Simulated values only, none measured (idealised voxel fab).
Process module in this document: voxel transistor to metal
Square cells of 5 nm make up the cross-section cut, whose width is 185 nm.
This document writes a cross-section as a grid whose cells are square, and gives it as bands, listed from the top down; one or more rows of cells form a band. Top height, bottom height, nm. Materials left to right, width each, nm. Single material + "everywhere" = fills band edge to edge. "empty" = empty. Beneath 0, the wafer as received is one material, and that level is where height counting begins. The lowest band goes on downward without a bottom; it is written like "from 0 down". The notation "30->40" denotes a width that varies across the rows of cells in the band, beginning at the first number in the top row, finishing at the second number in the bottom row, and changing by an identical amount from each row to the next. For the purposes of this document, the phrase "nothing changed" attached to a step denotes that no cell within the cross-section was modified by that step. Cavities, sealed: empty space of 8 cells or more with no open way to the top, each as width x height at its distance from the left edge, in nm. Text after the settings on a step's line: the simulator's own remark on that step. The setting "overlay nm" may be written on the line of a step. When the step uses a mask, the value reports how far to the right of the planned place the mask lay, and a negative value reports that it lay to the left. Quick note on how to read the rest: it's all pairs. You get the cross-section before a process step and the one after, but the after one only goes down as far as the lowest band that changed. The step in between, with its settings, sits under the pair. Heads up, the pairs can come from different runs of this module on the same starting wafer, so don't assume a pair picks up from the one above unless its "Before processing" entry says it does.
BEFORE PROCESSING
> from 35 to 25 | W everywhere
> from 25 to 20 | W 55, TiN 30, W 15, TiN 30, W 55
> from 20 to 15 | TiN 60, HfO2 20, TiN 5, W 15, TiN 5, HfO2 20, TiN 60
> from 15 to 10 | HfO2 65, SiN 10, HfO2 5, TiN 5, W 15, TiN 5, HfO2 5, SiN 10, HfO2 65
> from 10 to 5 | SiO2 65, SiN 10, HfO2 5, TiN 5, W 15, TiN 5, HfO2 5, SiN 10, SiO2 65
> from 5 to 0 | SiO2 50, pSi 15, SiN 10, HfO2 5, TiN 5, W 15, TiN 5, HfO2 5, SiN 10, pSi 15, SiO2 50
> from 0 to -5 | SiO2 50, pSi 15, SiN 10, HfO2 5, TiN 25, HfO2 5, SiN 10, pSi 15, SiO2 50
> from -5 to -10 | SiO2 50, pSi 15, SiO2 5, HfO2 45, SiO2 5, pSi 15, SiO2 50
> from -10 to -25 | SiO2 40, pSi 25, Si 55, pSi 25, SiO2 40
> from -25 to -45 | SiO2 40, Si 105, SiO2 40
> from -45 down | Si everywhere
> Cavities, sealed: none
RESULTING STRUCTURE
> from 15 to 10 | HfO2 65, SiN 10, HfO2 5, TiN 5, W 15, TiN 5, HfO2 5, SiN 10, HfO2 65
> At heights below 10, the structure remains unaltered.
> Cavities, sealed: none
the step between: CMP (height nm 15)
Before processing: look at the pair above, its after cross-section is where this step starts.
RESULTING STRUCTURE
> from 25 to 15 | SiO2 everywhere
> At heights below 15, the structure remains unaltered.
> Cavities, sealed: none
the step between: DIRECTIONAL_DEP (material SiO2; thk nm 10)
Before processing: look at the pair above, its after cross-section is where this step starts.
RESULTING STRUCTURE
> from 45 to 25 | resist 45, empty 15, resist 65, empty 15, resist 45
> At heights below 25, the structure remains unaltered.
> Cavities, sealed: none
the step between: PATTERN (tone open; mask id CONTACT; material resist; width nm 15; pitch nm 80; thk nm 20; overlay nm 0)
Before processing: look at the pair above, its after cross-section is where this step starts.
RESULTING STRUCTURE
> from 45 to 25 | resist 45, empty 15, resist 65, empty 15, resist 45
> from 25 to 15 | SiO2 45, empty 15, SiO2 65, empty 15, SiO2 45
> At heights below 15, the structure remains unaltered.
> Cavities, sealed: none
the step between: DIRECTIONAL_ETCH (etch materials SiO2; depth nm 35)
Before processing: look at the pair above, its after cross-section is where this step starts.
RESULTING STRUCTURE
> from 25 to 15 | SiO2 45, empty 15, SiO2 65, empty 15, SiO2 45
> At heights below 15, the structure remains unaltered.
> Cavities, sealed: none
the step between: STRIP (etch materials resist)
Before processing: look at the pair above, its after cross-section is where this step starts.
RESULTING STRUCTURE
> from 30 to 25 | TiN 50, empty 5, TiN 75, empty 5, TiN 50
> from 25 to 20 | SiO2 45, TiN 5, empty 5, TiN 5, SiO2 65, TiN 5, empty 5, TiN 5, SiO2 45
> from 20 to 15 | SiO2 45, TiN 15, SiO2 65, TiN 15, SiO2 45
> At heights below 15, the structure remains unaltered.
> Cavities, sealed: none
the step between: CONFORMAL_DEP (material TiN; thk nm 5)
Before processing: look at the pair above, its after cross-section is where this step starts.
RESULTING STRUCTURE
> from 35 to 30 | W everywhere
> from 30 to 25 | TiN 50, W 5, TiN 75, W 5, TiN 50
> from 25 to 20 | SiO2 45, TiN 5, W 5, TiN 5, SiO2 65, TiN 5, W 5, TiN 5, SiO2 45
> At heights below 20, the structure remains unaltered.
> Cavities, sealed: none
the step between: FILL_DEP (material W; thk nm 5)
Before processing: look at the pair above, its after cross-section is where this step starts.
RESULTING STRUCTURE
> from 25 to 20 | SiO2 45, TiN 5, W 5, TiN 5, SiO2 65, TiN 5, W 5, TiN 5, SiO2 45
> At heights below 20, the structure remains unaltered.
> Cavities, sealed: none
the step between: CMP (height nm 25)
Before processing: look at the pair above, its after cross-section is where this step starts.
RESULTING STRUCTURE
> from 30 to 25 | SiN everywhere
> At heights below 25, the structure remains unaltered.
> Cavities, sealed: none
the step between: CONFORMAL_DEP (material SiN; thk nm 5)
Before processing: look at the pair above, its after cross-section is where this step starts.
RESULTING STRUCTURE
> from 45 to 30 | SiO2 everywhere
> At heights below 30, the structure remains unaltered.
> Cavities, sealed: none
the step between: DIRECTIONAL_DEP (material SiO2; thk nm 15)
Before processing: look at the pair above, its after cross-section is where this step starts.
RESULTING STRUCTURE
> from 45 to 30 | SiO2 45, empty 15, SiO2 65, empty 15, SiO2 45
> At heights below 30, the structure remains unaltered.
> Cavities, sealed: none
the step between: MASKED_ETCH (tone open; mask id METAL_1; width nm 15; pitch nm 80; etch materials SiO2; depth nm 15; overlay nm 0)
Before processing: look at the pair above, its after cross-section is where this step starts.
RESULTING STRUCTURE
> from 45 to 30 | SiO2 45, empty 15, SiO2 65, empty 15, SiO2 45
> from 30 to 25 | SiN 45, empty 15, SiN 65, empty 15, SiN 45
> At heights below 25, the structure remains unaltered.
> Cavities, sealed: none
the step between: MASKED_ETCH (tone open; mask id METAL_1; width nm 15; pitch nm 80; etch materials SiN; depth nm 5; overlay nm 0)
Before processing: look at the pair above, its after cross-section is where this step starts.
RESULTING STRUCTURE
> from 50 to 45 | TiN 50, empty 5, TiN 75, empty 5, TiN 50
> from 45 to 30 | SiO2 45, TiN 5, empty 5, TiN 5, SiO2 65, TiN 5, empty 5, TiN 5, SiO2 45
> from 30 to 25 | SiN 45, TiN 15, SiN 65, TiN 15, SiN 45
> At heights below 25, the structure remains unaltered.
> Cavities, sealed: none
the step between: CONFORMAL_DEP (material TiN; thk nm 5)
Before processing: look at the pair above, its after cross-section is where this step starts.
RESULTING STRUCTURE
> from 60 to 50 | Cu everywhere
> from 50 to 45 | TiN 50, Cu 5, TiN 75, Cu 5, TiN 50
> from 45 to 30 | SiO2 45, TiN 5, Cu 5, TiN 5, SiO2 65, TiN 5, Cu 5, TiN 5, SiO2 45
> At heights below 30, the structure remains unaltered.
> Cavities, sealed: none
the step between: FILL_DEP (material Cu; thk nm 10)
Before processing: look at the pair above, its after cross-section is where this step starts.
RESULTING STRUCTURE
> from 45 to 30 | SiO2 45, TiN 5, Cu 5, TiN 5, SiO2 65, TiN 5, Cu 5, TiN 5, SiO2 45
> At heights below 30, the structure remains unaltered.
> Cavities, sealed: none
the step between: CMP (height nm 45)
Before processing: look at the pair above, its after cross-section is where this step starts.
RESULTING STRUCTURE
> from 50 to 45 | SiCN everywhere
> At heights below 45, the structure remains unaltered.
> Cavities, sealed: none
the step between: CONFORMAL_DEP (material SiCN; thk nm 5)
Before processing: look at the pair above, its after cross-section is where this step starts.
RESULTING STRUCTURE
> from 80 to 50 | SiO2 everywhere
> At heights below 50, the structure remains unaltered.
> Cavities, sealed: none
the step between: DIRECTIONAL_DEP (material SiO2; thk nm 30)
Before processing: look at the pair above, its after cross-section is where this step starts.
RESULTING STRUCTURE
> from 80 to 60 | SiO2 45, empty 15, SiO2 65, empty 15, SiO2 45
> At heights below 60, the structure remains unaltered.
> Cavities, sealed: none
the step between: MASKED_ETCH (tone open; mask id METAL_2; width nm 15; pitch nm 80; etch materials SiO2; depth nm 20; overlay nm 0)
Before processing: look at the pair above, its after cross-section is where this step starts.
RESULTING STRUCTURE
> from 100 to 80 | resist 45, empty 15, resist 65, empty 15, resist 45
> At heights below 80, the structure remains unaltered.
> Cavities, sealed: none
the step between: PATTERN (tone open; mask id METAL_2_HOLES; material resist; width nm 15; pitch nm 80; thk nm 20; overlay nm 0)
Before processing: look at the pair above, its after cross-section is where this step starts.
RESULTING STRUCTURE
> from 100 to 80 | resist 45, empty 15, resist 65, empty 15, resist 45
> from 80 to 50 | SiO2 45, empty 15, SiO2 65, empty 15, SiO2 45
> At heights below 50, the structure remains unaltered.
> Cavities, sealed: none
the step between: DIRECTIONAL_ETCH (etch materials SiO2; depth nm 10)
Before processing: look at the pair above, its after cross-section is where this step starts.
RESULTING STRUCTURE
> from 100 to 80 | resist 45, empty 15, resist 65, empty 15, resist 45
> from 80 to 50 | SiO2 45, empty 15, SiO2 65, empty 15, SiO2 45
> from 50 to 45 | SiCN 45, empty 15, SiCN 65, empty 15, SiCN 45
> At heights below 45, the structure remains unaltered.
> Cavities, sealed: none
the step between: DIRECTIONAL_ETCH (etch materials SiCN; depth nm 5)
Before processing: look at the pair above, its after cross-section is where this step starts.
RESULTING STRUCTURE
> from 80 to 50 | SiO2 45, empty 15, SiO2 65, empty 15, SiO2 45
> At heights below 50, the structure remains unaltered.
> Cavities, sealed: none
the step between: STRIP (etch materials resist)
Before processing: look at the pair above, its after cross-section is where this step starts.
RESULTING STRUCTURE
> from 85 to 80 | TiN 50, empty 5, TiN 75, empty 5, TiN 50
> from 80 to 50 | SiO2 45, TiN 5, empty 5, TiN 5, SiO2 65, TiN 5, empty 5, TiN 5, SiO2 45
> from 50 to 45 | SiCN 45, TiN 15, SiCN 65, TiN 15, SiCN 45
> At heights below 45, the structure remains unaltered.
> Cavities, sealed: none
the step between: CONFORMAL_DEP (material TiN; thk nm 5)
Before processing: look at the pair above, its after cross-section is where this step starts.
RESULTING STRUCTURE
> from 95 to 85 | Cu everywhere
> from 85 to 80 | TiN 50, Cu 5, TiN 75, Cu 5, TiN 50
> from 80 to 50 | SiO2 45, TiN 5, Cu 5, TiN 5, SiO2 65, TiN 5, Cu 5, TiN 5, SiO2 45
> At heights below 50, the structure remains unaltered.
> Cavities, sealed: none
the step between: FILL_DEP (material Cu; thk nm 10)
Before processing: look at the pair above, its after cross-section is where this step starts.
RESULTING STRUCTURE
> from 80 to 50 | SiO2 45, TiN 5, Cu 5, TiN 5, SiO2 65, TiN 5, Cu 5, TiN 5, SiO2 45
> At heights below 50, the structure remains unaltered.
> Cavities, sealed: none
the step between: CMP (height nm 80)
Before processing: look at the pair above, its after cross-section is where this step starts.
RESULTING STRUCTURE
> from 85 to 80 | SiN everywhere
> At heights below 80, the structure remains unaltered.
> Cavities, sealed: none
the step between: CONFORMAL_DEP (material SiN; thk nm 5)
BEFORE PROCESSING
> from 35 to 20 | SiCN everywhere
> from 20 to -5 | polySi everywhere
> from -5 to -10 | SiO2 everywhere
> from -10 to -45 | SiO2 40, Si 105, SiO2 40
> from -45 down | Si everywhere
> Cavities, sealed: none
RESULTING STRUCTURE
> from 55 to 35 | empty 80, resist 30, empty 75
> At heights below 35, the structure remains unaltered.
> Cavities, sealed: none
the step between: PATTERN (tone cover; mask id GATE; material resist; width nm 30; thk nm 20; overlay nm 0)
Before processing: look at the pair above, its after cross-section is where this step starts.
RESULTING STRUCTURE
> from 55 to 35 | empty 80, resist 30, empty 75
> from 35 to 20 | empty 80, SiCN 30, empty 75
> At heights below 20, the structure remains unaltered.
> Cavities, sealed: none
the step between: DIRECTIONAL_ETCH (etch materials SiCN; depth nm 25)
Before processing: look at the pair above, its after cross-section is where this step starts.
RESULTING STRUCTURE
> from 55 to 35 | empty 80, resist 30, empty 75
> from 35 to 20 | empty 80, SiCN 30, empty 75
> from 20 to -5 | empty 80, polySi 30, empty 75
> At heights below -5, the structure remains unaltered.
> Cavities, sealed: none
the step between: DIRECTIONAL_ETCH (etch materials polySi; depth nm 35)
Before processing: look at the pair above, its after cross-section is where this step starts.
RESULTING STRUCTURE
> from 35 to 20 | empty 80, SiCN 30, empty 75
> At heights below 20, the structure remains unaltered.
> Cavities, sealed: none
the step between: STRIP (etch materials resist)
Before processing: look at the pair above, its after cross-section is where this step starts.
RESULTING STRUCTURE
> from 45 to 35 | empty 70, SiN 50, empty 65
> from 35 to 20 | empty 70, SiN 10, SiCN 30, SiN 10, empty 65
> from 20 to 5 | empty 70, SiN 10, polySi 30, SiN 10, empty 65
> from 5 to -5 | SiN 80, polySi 30, SiN 75
> At heights below -5, the structure remains unaltered.
> Cavities, sealed: none
the step between: CONFORMAL_DEP (material SiN; thk nm 10)
Before processing: look at the pair above, its after cross-section is where this step starts.
RESULTING STRUCTURE
> from 35 to 20 | empty 70, SiN 10, SiCN 30, SiN 10, empty 65
> from 20 to -5 | empty 70, SiN 10, polySi 30, SiN 10, empty 65
> At heights below -5, the structure remains unaltered.
> Cavities, sealed: none
the step between: DIRECTIONAL_ETCH (etch materials SiN; depth nm 10)
Before processing: look at the pair above, its after cross-section is where this step starts.
RESULTING STRUCTURE
> from 35 to 20 | empty 70, SiN 10, SiCN 30, SiN 10, empty 65
> from 20 to -5 | empty 70, SiN 10, polySi 30, SiN 10, empty 65
> from -5 to -10 | empty 70, SiO2 50, empty 65
> At heights below -10, the structure remains unaltered.
> Cavities, sealed: none
the step between: DIRECTIONAL_ETCH (etch materials SiO2; depth nm 5)
Before processing: look at the pair above, its after cross-section is where this step starts.
RESULTING STRUCTURE
> from 35 to 20 | empty 70, SiN 10, SiCN 30, SiN 10, empty 65
> from 20 to -5 | empty 70, SiN 10, polySi 30, SiN 10, empty 65
> from -5 to -10 | empty 70, SiO2 50, empty 65
> from -10 to -25 | SiO2 40, empty 30, Si 50, empty 25, SiO2 40
> At heights below -25, the structure remains unaltered.
> Cavities, sealed: none
the step between: DIRECTIONAL_ETCH (etch materials Si; depth nm 15)
Before processing: look at the pair above, its after cross-section is where this step starts.
RESULTING STRUCTURE
> from 35 to 20 | empty 70, SiN 10, SiCN 30, SiN 10, empty 65
> from 20 to 5 | empty 70, SiN 10, polySi 30, SiN 10, empty 65
> from 5 to -5 | empty 55, pSi 15, SiN 10, polySi 30, SiN 10, pSi 15, empty 50
> from -5 to -10 | empty 55, pSi 15, SiO2 50, pSi 15, empty 50
> from -10 to -25 | SiO2 40, pSi 30, Si 50, pSi 25, SiO2 40
> At heights below -25, the structure remains unaltered.
> Cavities, sealed: none
the step between: EPI (material pSi; thk nm 15)
Before processing: look at the pair above, its after cross-section is where this step starts.
RESULTING STRUCTURE
> from 45 to 35 | SiO2 everywhere
> from 35 to 20 | SiO2 70, SiN 10, SiCN 30, SiN 10, SiO2 65
> from 20 to 5 | SiO2 70, SiN 10, polySi 30, SiN 10, SiO2 65
> from 5 to -5 | SiO2 55, pSi 15, SiN 10, polySi 30, SiN 10, pSi 15, SiO2 50
> from -5 to -10 | SiO2 55, pSi 15, SiO2 50, pSi 15, SiO2 50
> At heights below -10, the structure remains unaltered.
> Cavities, sealed: none
the step between: FILL_DEP (material SiO2; thk nm 10)
Before processing: look at the pair above, its after cross-section is where this step starts.
RESULTING STRUCTURE
> from 20 to 5 | SiO2 70, SiN 10, polySi 30, SiN 10, SiO2 65
> At heights below 5, the structure remains unaltered.
> Cavities, sealed: none
the step between: CMP (height nm 20)
Before processing: look at the pair above, its after cross-section is where this step starts.
RESULTING STRUCTURE
> from 20 to 5 | SiO2 70, SiN 10, empty 30, SiN 10, SiO2 65
> from 5 to -5 | SiO2 55, pSi 15, SiN 10, empty 30, SiN 10, pSi 15, SiO2 50
> At heights below -5, the structure remains unaltered.
> Cavities, sealed: none
the step between: STRIP (etch materials polySi)
Before processing: look at the pair above, its after cross-section is where this step starts.
RESULTING STRUCTURE
> from 20 to 15 | empty 70, SiN 10, empty 30, SiN 10, empty 65
> from 15 to 5 | SiO2 70, SiN 10, empty 30, SiN 10, SiO2 65
> from 5 to -5 | SiO2 55, pSi 15, SiN 10, empty 30, SiN 10, pSi 15, SiO2 50
> from -5 to -10 | SiO2 55, pSi 15, SiO2 5, empty 40, SiO2 5, pSi 15, SiO2 50
> At heights below -10, the structure remains unaltered.
> Cavities, sealed: none
the step between: SELECTIVE_ETCH (etch materials SiO2; depth nm 5)
Before processing: look at the pair above, its after cross-section is where this step starts.
RESULTING STRUCTURE
> from 25 to 20 | empty 65, HfO2 20, empty 20, HfO2 20, empty 60
> from 20 to 15 | HfO2 70, SiN 10, HfO2 5, empty 20, HfO2 5, SiN 10, HfO2 65
> from 15 to 5 | SiO2 70, SiN 10, HfO2 5, empty 20, HfO2 5, SiN 10, SiO2 65
> from 5 to -5 | SiO2 55, pSi 15, SiN 10, HfO2 5, empty 20, HfO2 5, SiN 10, pSi 15, SiO2 50
> from -5 to -10 | SiO2 55, pSi 15, SiO2 5, HfO2 40, SiO2 5, pSi 15, SiO2 50
> At heights below -10, the structure remains unaltered.
> Cavities, sealed: none
the step between: CONFORMAL_DEP (material HfO2; thk nm 5)
Before processing: look at the pair above, its after cross-section is where this step starts.
RESULTING STRUCTURE
> from 30 to 25 | empty 60, TiN 30, empty 10, TiN 30, empty 55
> from 25 to 20 | TiN 65, HfO2 20, TiN 5, empty 10, TiN 5, HfO2 20, TiN 60
> from 20 to 15 | HfO2 70, SiN 10, HfO2 5, TiN 5, empty 10, TiN 5, HfO2 5, SiN 10, HfO2 65
> from 15 to 5 | SiO2 70, SiN 10, HfO2 5, TiN 5, empty 10, TiN 5, HfO2 5, SiN 10, SiO2 65
> from 5 to 0 | SiO2 55, pSi 15, SiN 10, HfO2 5, TiN 5, empty 10, TiN 5, HfO2 5, SiN 10, pSi 15, SiO2 50
> from 0 to -5 | SiO2 55, pSi 15, SiN 10, HfO2 5, TiN 20, HfO2 5, SiN 10, pSi 15, SiO2 50
> At heights below -5, the structure remains unaltered.
> Cavities, sealed: none
the step between: CONFORMAL_DEP (material TiN; thk nm 5)
Before processing: look at the pair above, its after cross-section is where this step starts.
RESULTING STRUCTURE
> from 40 to 30 | W everywhere
> from 30 to 25 | W 60, TiN 30, W 10, TiN 30, W 55
> from 25 to 20 | TiN 65, HfO2 20, TiN 5, W 10, TiN 5, HfO2 20, TiN 60
> from 20 to 15 | HfO2 70, SiN 10, HfO2 5, TiN 5, W 10, TiN 5, HfO2 5, SiN 10, HfO2 65
> from 15 to 5 | SiO2 70, SiN 10, HfO2 5, TiN 5, W 10, TiN 5, HfO2 5, SiN 10, SiO2 65
> from 5 to 0 | SiO2 55, pSi 15, SiN 10, HfO2 5, TiN 5, W 10, TiN 5, HfO2 5, SiN 10, pSi 15, SiO2 50
> At heights below 0, the structure remains unaltered.
> Cavities, sealed: none
the step between: FILL_DEP (material W; thk nm 10)
Before processing: look at the pair above, its after cross-section is where this step starts.
RESULTING STRUCTURE
> from 15 to 5 | SiO2 70, SiN 10, HfO2 5, TiN 5, W 10, TiN 5, HfO2 5, SiN 10, SiO2 65
> At heights below 5, the structure remains unaltered.
> Cavities, sealed: none
the step between: CMP (height nm 15)
Before processing: look at the pair above, its after cross-section is where this step starts.
RESULTING STRUCTURE
> from 25 to 15 | SiO2 everywhere
> At heights below 15, the structure remains unaltered.
> Cavities, sealed: none
the step between: DIRECTIONAL_DEP (material SiO2; thk nm 10)
Before processing: look at the pair above, its after cross-section is where this step starts.
RESULTING STRUCTURE
> from 45 to 25 | resist 45, empty 15, resist 65, empty 15, resist 45
> At heights below 25, the structure remains unaltered.
> Cavities, sealed: none
the step between: PATTERN (tone open; mask id CONTACT; material resist; width nm 15; pitch nm 80; thk nm 20; overlay nm 0)
Before processing: look at the pair above, its after cross-section is where this step starts.
RESULTING STRUCTURE
> from 45 to 25 | resist 45, empty 15, resist 65, empty 15, resist 45
> from 25 to 15 | SiO2 45, empty 15, SiO2 65, empty 15, SiO2 45
> from 15 to 5 | SiO2 45, empty 15, SiO2 10, SiN 10, HfO2 5, TiN 5, W 10, TiN 5, HfO2 5, SiN 10, SiO2 5, empty 15, SiO2 45
> from 5 to 0 | SiO2 45, empty 10, pSi 15, SiN 10, HfO2 5, TiN 5, W 10, TiN 5, HfO2 5, SiN 10, pSi 15, empty 5, SiO2 45
> from 0 to -5 | SiO2 45, empty 10, pSi 15, SiN 10, HfO2 5, TiN 20, HfO2 5, SiN 10, pSi 15, empty 5, SiO2 45
> from -5 to -10 | SiO2 45, empty 10, pSi 15, SiO2 5, HfO2 40, SiO2 5, pSi 15, empty 5, SiO2 45
> At heights below -10, the structure remains unaltered.
> Cavities, sealed: none
the step between: DIRECTIONAL_ETCH (etch materials SiO2; depth nm 35)
Before processing: look at the pair above, its after cross-section is where this step starts.
RESULTING STRUCTURE
> from 25 to 15 | SiO2 45, empty 15, SiO2 65, empty 15, SiO2 45
> At heights below 15, the structure remains unaltered.
> Cavities, sealed: none
the step between: STRIP (etch materials resist)
Before processing: look at the pair above, its after cross-section is where this step starts.
RESULTING STRUCTURE
> from 30 to 25 | TiN 50, empty 5, TiN 75, empty 5, TiN 50
> from 25 to 15 | SiO2 45, TiN 5, empty 5, TiN 5, SiO2 65, TiN 5, empty 5, TiN 5, SiO2 45
> from 15 to 10 | SiO2 45, TiN 5, empty 5, TiN 5, SiO2 10, SiN 10, HfO2 5, TiN 5, W 10, TiN 5, HfO2 5, SiN 10, SiO2 5, TiN 5, empty 5, TiN 5, SiO2 45
> from 10 to 5 | SiO2 45, TiN 15, SiO2 10, SiN 10, HfO2 5, TiN 5, W 10, TiN 5, HfO2 5, SiN 10, SiO2 5, TiN 15, SiO2 45
> from 5 to 0 | SiO2 45, TiN 10, pSi 15, SiN 10, HfO2 5, TiN 5, W 10, TiN 5, HfO2 5, SiN 10, pSi 15, TiN 5, SiO2 45
> from 0 to -5 | SiO2 45, TiN 10, pSi 15, SiN 10, HfO2 5, TiN 20, HfO2 5, SiN 10, pSi 15, TiN 5, SiO2 45
> from -5 to -10 | SiO2 45, TiN 10, pSi 15, SiO2 5, HfO2 40, SiO2 5, pSi 15, TiN 5, SiO2 45
> At heights below -10, the structure remains unaltered.
> Cavities, sealed: none
the step between: CONFORMAL_DEP (material TiN; thk nm 5)
Before processing: look at the pair above, its after cross-section is where this step starts.
RESULTING STRUCTURE
> from 35 to 30 | W everywhere
> from 30 to 25 | TiN 50, W 5, TiN 75, W 5, TiN 50
> from 25 to 15 | SiO2 45, TiN 5, W 5, TiN 5, SiO2 65, TiN 5, W 5, TiN 5, SiO2 45
> from 15 to 10 | SiO2 45, TiN 5, W 5, TiN 5, SiO2 10, SiN 10, HfO2 5, TiN 5, W 10, TiN 5, HfO2 5, SiN 10, SiO2 5, TiN 5, W 5, TiN 5, SiO2 45
> At heights below 10, the structure remains unaltered.
> Cavities, sealed: none
the step between: FILL_DEP (material W; thk nm 5)
Before processing: look at the pair above, its after cross-section is where this step starts.
RESULTING STRUCTURE
> from 25 to 15 | SiO2 45, TiN 5, W 5, TiN 5, SiO2 65, TiN 5, W 5, TiN 5, SiO2 45
> At heights below 15, the structure remains unaltered.
> Cavities, sealed: none
the step between: CMP (height nm 25)
Before processing: look at the pair above, its after cross-section is where this step starts.
RESULTING STRUCTURE
> from 30 to 25 | SiN everywhere
> At heights below 25, the structure remains unaltered.
> Cavities, sealed: none
the step between: CONFORMAL_DEP (material SiN; thk nm 5)
Before processing: look at the pair above, its after cross-section is where this step starts.
RESULTING STRUCTURE
> from 45 to 30 | SiO2 everywhere
> At heights below 30, the structure remains unaltered.
> Cavities, sealed: none
the step between: DIRECTIONAL_DEP (material SiO2; thk nm 15)
Before processing: look at the pair above, its after cross-section is where this step starts.
RESULTING STRUCTURE
> from 45 to 30 | SiO2 45, empty 15, SiO2 65, empty 15, SiO2 45
> At heights below 30, the structure remains unaltered.
> Cavities, sealed: none
the step between: MASKED_ETCH (tone open; mask id METAL_1; width nm 15; pitch nm 80; etch materials SiO2; depth nm 15; overlay nm 0)
Before processing: look at the pair above, its after cross-section is where this step starts.
RESULTING STRUCTURE
> from 45 to 30 | SiO2 45, empty 15, SiO2 65, empty 15, SiO2 45
> from 30 to 25 | SiN 45, empty 15, SiN 65, empty 15, SiN 45
> At heights below 25, the structure remains unaltered.
> Cavities, sealed: none
the step between: MASKED_ETCH (tone open; mask id METAL_1; width nm 15; pitch nm 80; etch materials SiN; depth nm 5; overlay nm 0)
Before processing: look at the pair above, its after cross-section is where this step starts.
RESULTING STRUCTURE
> from 50 to 45 | TiN 50, empty 5, TiN 75, empty 5, TiN 50
> from 45 to 30 | SiO2 45, TiN 5, empty 5, TiN 5, SiO2 65, TiN 5, empty 5, TiN 5, SiO2 45
> from 30 to 25 | SiN 45, TiN 15, SiN 65, TiN 15, SiN 45
> At heights below 25, the structure remains unaltered.
> Cavities, sealed: none
the step between: CONFORMAL_DEP (material TiN; thk nm 5)
Before processing: look at the pair above, its after cross-section is where this step starts.
RESULTING STRUCTURE
> from 60 to 50 | Cu everywhere
> from 50 to 45 | TiN 50, Cu 5, TiN 75, Cu 5, TiN 50
> from 45 to 30 | SiO2 45, TiN 5, Cu 5, TiN 5, SiO2 65, TiN 5, Cu 5, TiN 5, SiO2 45
> At heights below 30, the structure remains unaltered.
> Cavities, sealed: none
the step between: FILL_DEP (material Cu; thk nm 10)
Before processing: look at the pair above, its after cross-section is where this step starts.
RESULTING STRUCTURE
> from 45 to 30 | SiO2 45, TiN 5, Cu 5, TiN 5, SiO2 65, TiN 5, Cu 5, TiN 5, SiO2 45
> At heights below 30, the structure remains unaltered.
> Cavities, sealed: none
the step between: CMP (height nm 45)
Before processing: look at the pair above, its after cross-section is where this step starts.
RESULTING STRUCTURE
> from 50 to 45 | SiCN everywhere
> At heights below 45, the structure remains unaltered.
> Cavities, sealed: none
the step between: CONFORMAL_DEP (material SiCN; thk nm 5)
Before processing: look at the pair above, its after cross-section is where this step starts.
RESULTING STRUCTURE
> from 80 to 50 | SiO2 everywhere
> At heights below 50, the structure remains unaltered.
> Cavities, sealed: none
the step between: DIRECTIONAL_DEP (material SiO2; thk nm 30)
Before processing: look at the pair above, its after cross-section is where this step starts.
RESULTING STRUCTURE
> from 80 to 60 | SiO2 45, empty 15, SiO2 65, empty 15, SiO2 45
> At heights below 60, the structure remains unaltered.
> Cavities, sealed: none
the step between: MASKED_ETCH (tone open; mask id METAL_2; width nm 15; pitch nm 80; etch materials SiO2; depth nm 20; overlay nm 0)
Before processing: look at the pair above, its after cross-section is where this step starts.
RESULTING STRUCTURE
> from 100 to 80 | resist 45, empty 15, resist 65, empty 15, resist 45
> At heights below 80, the structure remains unaltered.
> Cavities, sealed: none
the step between: PATTERN (tone open; mask id METAL_2_HOLES; material resist; width nm 15; pitch nm 80; thk nm 20; overlay nm 0)
Before processing: look at the pair above, its after cross-section is where this step starts.
RESULTING STRUCTURE
> from 100 to 80 | resist 45, empty 15, resist 65, empty 15, resist 45
> from 80 to 50 | SiO2 45, empty 15, SiO2 65, empty 15, SiO2 45
> At heights below 50, the structure remains unaltered.
> Cavities, sealed: none
the step between: DIRECTIONAL_ETCH (etch materials SiO2; depth nm 10)
Before processing: look at the pair above, its after cross-section is where this step starts.
RESULTING STRUCTURE
> from 100 to 80 | resist 45, empty 15, resist 65, empty 15, resist 45
> from 80 to 50 | SiO2 45, empty 15, SiO2 65, empty 15, SiO2 45
> from 50 to 45 | SiCN 45, empty 15, SiCN 65, empty 15, SiCN 45
> At heights below 45, the structure remains unaltered.
> Cavities, sealed: none
the step between: DIRECTIONAL_ETCH (etch materials SiCN; depth nm 5)
Before processing: look at the pair above, its after cross-section is where this step starts.
RESULTING STRUCTURE
> from 80 to 50 | SiO2 45, empty 15, SiO2 65, empty 15, SiO2 45
> At heights below 50, the structure remains unaltered.
> Cavities, sealed: none
the step between: STRIP (etch materials resist)
Before processing: look at the pair above, its after cross-section is where this step starts.
RESULTING STRUCTURE
> from 85 to 80 | TiN 50, empty 5, TiN 75, empty 5, TiN 50
> from 80 to 50 | SiO2 45, TiN 5, empty 5, TiN 5, SiO2 65, TiN 5, empty 5, TiN 5, SiO2 45
> from 50 to 45 | SiCN 45, TiN 15, SiCN 65, TiN 15, SiCN 45
> At heights below 45, the structure remains unaltered.
> Cavities, sealed: none
the step between: CONFORMAL_DEP (material TiN; thk nm 5)
Before processing: look at the pair above, its after cross-section is where this step starts.
RESULTING STRUCTURE
> from 95 to 85 | Cu everywhere
> from 85 to 80 | TiN 50, Cu 5, TiN 75, Cu 5, TiN 50
> from 80 to 50 | SiO2 45, TiN 5, Cu 5, TiN 5, SiO2 65, TiN 5, Cu 5, TiN 5, SiO2 45
> At heights below 50, the structure remains unaltered.
> Cavities, sealed: none
the step between: FILL_DEP (material Cu; thk nm 10)
Before processing: look at the pair above, its after cross-section is where this step starts.
RESULTING STRUCTURE
> from 80 to 50 | SiO2 45, TiN 5, Cu 5, TiN 5, SiO2 65, TiN 5, Cu 5, TiN 5, SiO2 45
> At heights below 50, the structure remains unaltered.
> Cavities, sealed: none
the step between: CMP (height nm 80)
Before processing: look at the pair above, its after cross-section is where this step starts.
RESULTING STRUCTURE
> from 85 to 80 | SiN everywhere
> At heights below 80, the structure remains unaltered.
> Cavities, sealed: none
the step between: CONFORMAL_DEP (material SiN; thk nm 5)
